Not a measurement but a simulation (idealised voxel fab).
A process module follows: voxel self aligned contacts.
Square cell edge 5 nm, section width 215 nm, ID cut.
Format of a cross-section: grid, square cells. Given as bands. Order: top down. Band: one or more rows of cells.
For a band, the entry starts with two heights in nm, that of the top and then that of the bottom, and carries on with the band's materials in order from left to right, each alongside its width in nm; the word "throughout" beside a single material means it fills the band edge to edge, and "empty" means empty space.
Ref level 0: as-received wafer is one material below here. Bottom band extends down with no lower bound ("z 0 and below").
Top row gets the first number, bottom row gets the second, and each row in between changes by the same step: that is how a band width like "30 to 40" works.
When a step is marked "nothing got changed", none of the cells in the cross-section changed during that step.
In "Closed-off voids" the enclosed voids are listed, meaning empty spaces of 8 cells or larger without any opening to the top. The form is width x height at distance, distance from the left edge, units nm.
Read whatever lies past the settings on a step's line as the simulator's own remark about the step.
Each step line may optionally specify "overlay nm", which for a step with a mask gives the rightward distance between the mask's planned place and where it lay, a negative value indicating the leftward direction.

**Planned step list for the process**
1 RECEIVE,material Si
2 CONFORMAL_DEP,material SiO2,thk nm 5
3 DIRECTIONAL_DEP,material polySi,thk nm 20
4 DIRECTIONAL_DEP,material SiN,thk nm 25
5 MASKED_ETCH,tone cover,mask id GATE,width nm 25,pitch nm 60,etch materials SiN,depth nm 25,overlay nm 0
6 MASKED_ETCH,tone cover,mask id GATE,width nm 25,pitch nm 60,etch materials polySi,depth nm 20,overlay nm 0
7 CONFORMAL_DEP,material SiN,thk nm 10
8 DIRECTIONAL_ETCH,etch materials SiN,depth nm 10
9 FILL_DEP,material SiO2,thk nm 10
10 CMP,height nm 55
11 DIRECTIONAL_DEP,material aC,thk nm 10
12 PATTERN,tone open,mask id CONTACT,material resist,width nm 45,thk nm 30,overlay nm 0
13 DIRECTIONAL_ETCH,etch materials aC,depth nm 10
14 STRIP,etch materials resist
15 DIRECTIONAL_ETCH,etch materials SiO2,depth nm 55
16 STRIP,etch materials aC
17 CONFORMAL_DEP,material TiN,thk nm 5
18 FILL_DEP,material Ru,thk nm 5
19 CMP,height nm 55
20 CONFORMAL_DEP,material SiCN,thk nm 5

**Wafer as received: cross-section following step 1**
- z 0 and below = Si throughout
- Closed-off voids: none

**Here's the cross-section of the first of our two wafers at the end of the module - it ran as planned**
- z 60 to 55 = SiCN throughout
- z 55 to 50 = SiO2 (85) | TiN (20) | Ru (5) | TiN (20) | SiO2 (85)
- z 50 to 25 = SiO2 (55) | SiN (45) | TiN (5) | Ru (5) | TiN (5) | SiN (45) | SiO2 (55)
- z 25 to 5 = SiO2 (55) | SiN (10) | polySi (25) | SiN (10) | TiN (5) | Ru (5) | TiN (5) | SiN (10) | polySi (25) | SiN (10) | SiO2 (55)
- z 5 to 0 = SiO2 (100) | TiN (15) | SiO2 (100)
- z 0 and below = Si throughout
- Closed-off voids: none

**Here is the second of the two wafers cut open at the end of the module - same start, same plan as the first one, but we made one mistake running it**
- z 60 to 55 = SiCN throughout
- z 55 to 45 = SiO2 (85) | TiN (5 to 20) | Ru (35 to 5) | TiN (5 to 20) | SiO2 (85)
- z 45 to 20 = SiO2 (55) | SiN (45) | TiN (5) | Ru (5) | TiN (5) | SiN (45) | SiO2 (55)
- z 20 to 5 = SiO2 (55) | SiN (10) | polySi (25) | SiN (10) | TiN (5) | Ru (5) | TiN (5) | SiN (10) | polySi (25) | SiN (10) | SiO2 (55)
- z 5 to 0 = SiO2 (55) | SiN (10) | polySi (25) | SiN (10) | TiN (15) | SiN (10) | polySi (25) | SiN (10) | SiO2 (55)
- z 0 and below = Si throughout
- Closed-off voids: none
Against the plan, the run slipped here: the run left out plan step 2 entirely, so it was never executed
FYI, end of process, the second wafer has more or fewer cells of some materials than the first: Ru: 6 more; SiO2: 6 fewer
